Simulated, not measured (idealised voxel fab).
Process module name: voxel trench capacitor
Pictured: cross-section cut, 185 nm wide, on a grid of 5 nm square cells.
Think of the cross-section as a grid of square cells. We describe it in bands, top to bottom, and each band covers one or more rows of those cells.
Top height, bottom height, nm. Materials left to right, width each, nm. Single material + "full width" = fills band edge to edge. "empty" = empty.
Beneath 0, the wafer as received is one material, and that level is where height counting begins. The lowest band goes on downward without a bottom; it is written like "0 nm and below".
So if you see something like "30 to 40" for the width, read it as the top row of the band sitting at the first number and the bottom row at the second, with every row in between moving by the same amount as the last.
"all unchanged" means the step left every cell of the cross-section as it was.
"Closed cavity list" lists enclosed empty spaces (at least 8 cells, no open path upward to the top), each as width x height at distance from the left edge, in nm.
Heads up: the bit after the settings on a step's line is the simulator's remark on that step.
Regarding "overlay nm": on a step with a mask, it is the distance the mask lay to the right of its planned place; a negative value places it to the left.

Process steps - plan:
1. op RECEIVE | material Si
2. op CONFORMAL_DEP | material SiN | thk nm 5
3. op DIRECTIONAL_DEP | material aC | thk nm 10
4. op PATTERN | tone open | mask id TRENCH | material resist | width nm 20 | pitch nm 45 | thk nm 25 | overlay nm 0
5. op DIRECTIONAL_ETCH | etch materials aC | depth nm 10
6. op STRIP | etch materials resist
7. op DIRECTIONAL_ETCH | etch materials SiN | depth nm 5
8. op DIRECTIONAL_ETCH | etch materials Si | depth nm 40
9. op STRIP | etch materials aC
10. op CONFORMAL_DEP | material Al2O3 | thk nm 5
11. op FILL_DEP | material polySi | thk nm 10
12. op CMP | height nm 5

First of two wafers: run as planned:

As-received state of the wafer in cross-section, equivalent to post-step 1:
- 0 nm and below = Si full width
- Closed cavity list: none

After step 2: wafer cross-section:
- 5 nm to 0 nm = SiN full width
- Below 0 it's all the same as before, nothing changed down there.

After step 3: wafer cross-section:
- 15 nm to 5 nm = aC full width
- Below 5 it's all the same as before, nothing changed down there.

After step 4: wafer cross-section:
- 40 nm to 15 nm = resist (15), empty (20), resist (25), empty (20), resist (25), empty (20), resist (25), empty (20), resist (15)
- Below 15 it's all the same as before, nothing changed down there.

After step 5: wafer cross-section:
- 30 nm to 15 nm = resist (15), empty (20), resist (25), empty (20), resist (25), empty (20), resist (25), empty (20), resist (15)
- 15 nm to 5 nm = aC (15), empty (20), aC (25), empty (20), aC (25), empty (20), aC (25), empty (20), aC (15)
- Below 5 it's all the same as before, nothing changed down there.

After step 6: wafer cross-section:
- 15 nm to 5 nm = aC (15), empty (20), aC (25), empty (20), aC (25), empty (20), aC (25), empty (20), aC (15)
- Below 5 it's all the same as before, nothing changed down there.

After step 7: wafer cross-section:
- 15 nm to 5 nm = aC (15), empty (20), aC (25), empty (20), aC (25), empty (20), aC (25), empty (20), aC (15)
- 5 nm to 0 nm = SiN (15), empty (20), SiN (25), empty (20), SiN (25), empty (20), SiN (25), empty (20), SiN (15)
- Below 0 it's all the same as before, nothing changed down there.

After step 8: wafer cross-section:
- 15 nm to 5 nm = aC (15), empty (20), aC (25), empty (20), aC (25), empty (20), aC (25), empty (20), aC (15)
- 5 nm to 0 nm = SiN (15), empty (20), SiN (25), empty (20), SiN (25), empty (20), SiN (25), empty (20), SiN (15)
- 0 nm to -40 nm = Si (15), empty (20), Si (25), empty (20), Si (25), empty (20), Si (25), empty (20), Si (15)
- Below -40 it's all the same as before, nothing changed down there.

After step 9: wafer cross-section:
- 5 nm to 0 nm = SiN (15), empty (20), SiN (25), empty (20), SiN (25), empty (20), SiN (25), empty (20), SiN (15)
- Below 0 it's all the same as before, nothing changed down there.

After step 10: wafer cross-section:
- 10 nm to 5 nm = Al2O3 (20), empty (10), Al2O3 (35), empty (10), Al2O3 (35), empty (10), Al2O3 (35), empty (10), Al2O3 (20)
- 5 nm to 0 nm = SiN (15), Al2O3 (5), empty (10), Al2O3 (5), SiN (25), Al2O3 (5), empty (10), Al2O3 (5), SiN (25), Al2O3 (5), empty (10), Al2O3 (5), SiN (25), Al2O3 (5), empty (10), Al2O3 (5), SiN (15)
- 0 nm to -35 nm = Si (15), Al2O3 (5), empty (10), Al2O3 (5), Si (25), Al2O3 (5), empty (10), Al2O3 (5), Si (25), Al2O3 (5), empty (10), Al2O3 (5), Si (25), Al2O3 (5), empty (10), Al2O3 (5), Si (15)
- -35 nm to -40 nm = Si (15), Al2O3 (20), Si (25), Al2O3 (20), Si (25), Al2O3 (20), Si (25), Al2O3 (20), Si (15)
- Below -40 it's all the same as before, nothing changed down there.

After step 11: wafer cross-section:
- 20 nm to 10 nm = polySi full width
- 10 nm to 5 nm = Al2O3 (20), polySi (10), Al2O3 (35), polySi (10), Al2O3 (35), polySi (10), Al2O3 (35), polySi (10), Al2O3 (20)
- 5 nm to 0 nm = SiN (15), Al2O3 (5), polySi (10), Al2O3 (5), SiN (25), Al2O3 (5), polySi (10), Al2O3 (5), SiN (25), Al2O3 (5), polySi (10), Al2O3 (5), SiN (25), Al2O3 (5), polySi (10), Al2O3 (5), SiN (15)
- 0 nm to -35 nm = Si (15), Al2O3 (5), polySi (10), Al2O3 (5), Si (25), Al2O3 (5), polySi (10), Al2O3 (5), Si (25), Al2O3 (5), polySi (10), Al2O3 (5), Si (25), Al2O3 (5), polySi (10), Al2O3 (5), Si (15)
- Below -35 it's all the same as before, nothing changed down there.

After step 12: wafer cross-section:
- 5 nm to 0 nm = SiN (15), Al2O3 (5), polySi (10), Al2O3 (5), SiN (25), Al2O3 (5), polySi (10), Al2O3 (5), SiN (25), Al2O3 (5), polySi (10), Al2O3 (5), SiN (25), Al2O3 (5), polySi (10), Al2O3 (5), SiN (15)
- Below 0 it's all the same as before, nothing changed down there.

The second wafer began exactly as the first did and followed the same plan, but one mistake was made while running it; through step 7 inclusive, the two wafers are identical:

Second wafer: cross-section at the scheduled end of step 8:
- 15 nm to 5 nm = aC (15), empty (20), aC (25), empty (20), aC (25), empty (20), aC (25), empty (20), aC (15)
- 5 nm to 0 nm = SiN (15), empty (20), SiN (25), empty (20), SiN (25), empty (20), SiN (25), empty (20), SiN (15)
- 0 nm to -50 nm = Si (15), empty (20), Si (25), empty (20), Si (25), empty (20), Si (25), empty (20), Si (15)
- Below -50 it's all the same as before, nothing changed down there.

Second wafer: cross-section at the scheduled end of step 9:
- 5 nm to 0 nm = SiN (15), empty (20), SiN (25), empty (20), SiN (25), empty (20), SiN (25), empty (20), SiN (15)
- Below 0 it's all the same as before, nothing changed down there.

Second wafer: cross-section at the scheduled end of step 10:
- 10 nm to 5 nm = Al2O3 (20), empty (10), Al2O3 (35), empty (10), Al2O3 (35), empty (10), Al2O3 (35), empty (10), Al2O3 (20)
- 5 nm to 0 nm = SiN (15), Al2O3 (5), empty (10), Al2O3 (5), SiN (25), Al2O3 (5), empty (10), Al2O3 (5), SiN (25), Al2O3 (5), empty (10), Al2O3 (5), SiN (25), Al2O3 (5), empty (10), Al2O3 (5), SiN (15)
- 0 nm to -45 nm = Si (15), Al2O3 (5), empty (10), Al2O3 (5), Si (25), Al2O3 (5), empty (10), Al2O3 (5), Si (25), Al2O3 (5), empty (10), Al2O3 (5), Si (25), Al2O3 (5), empty (10), Al2O3 (5), Si (15)
- -45 nm to -50 nm = Si (15), Al2O3 (20), Si (25), Al2O3 (20), Si (25), Al2O3 (20), Si (25), Al2O3 (20), Si (15)
- Below -50 it's all the same as before, nothing changed down there.

Second wafer: cross-section at the scheduled end of step 11:
- 20 nm to 10 nm = polySi full width
- 10 nm to 5 nm = Al2O3 (20), polySi (10), Al2O3 (35), polySi (10), Al2O3 (35), polySi (10), Al2O3 (35), polySi (10), Al2O3 (20)
- 5 nm to 0 nm = SiN (15), Al2O3 (5), polySi (10), Al2O3 (5), SiN (25), Al2O3 (5), polySi (10), Al2O3 (5), SiN (25), Al2O3 (5), polySi (10), Al2O3 (5), SiN (25), Al2O3 (5), polySi (10), Al2O3 (5), SiN (15)
- 0 nm to -45 nm = Si (15), Al2O3 (5), polySi (10), Al2O3 (5), Si (25), Al2O3 (5), polySi (10), Al2O3 (5), Si (25), Al2O3 (5), polySi (10), Al2O3 (5), Si (25), Al2O3 (5), polySi (10), Al2O3 (5), Si (15)
- Below -45 it's all the same as before, nothing changed down there.

Second wafer: cross-section at the scheduled end of step 12:
- 5 nm to 0 nm = SiN (15), Al2O3 (5), polySi (10), Al2O3 (5), SiN (25), Al2O3 (5), polySi (10), Al2O3 (5), SiN (25), Al2O3 (5), polySi (10), Al2O3 (5), SiN (25), Al2O3 (5), polySi (10), Al2O3 (5), SiN (15)
- Below 0 it's all the same as before, nothing changed down there.
The mistake made against the process plan was this: step 8 changed vs plan, executed as op DIRECTIONAL_ETCH | etch materials Si | depth nm 50
Looking at both finished wafers in cells, the second ends up ahead of or behind the first on some materials: +16 Al2O3, -32 Si, +16 polySi
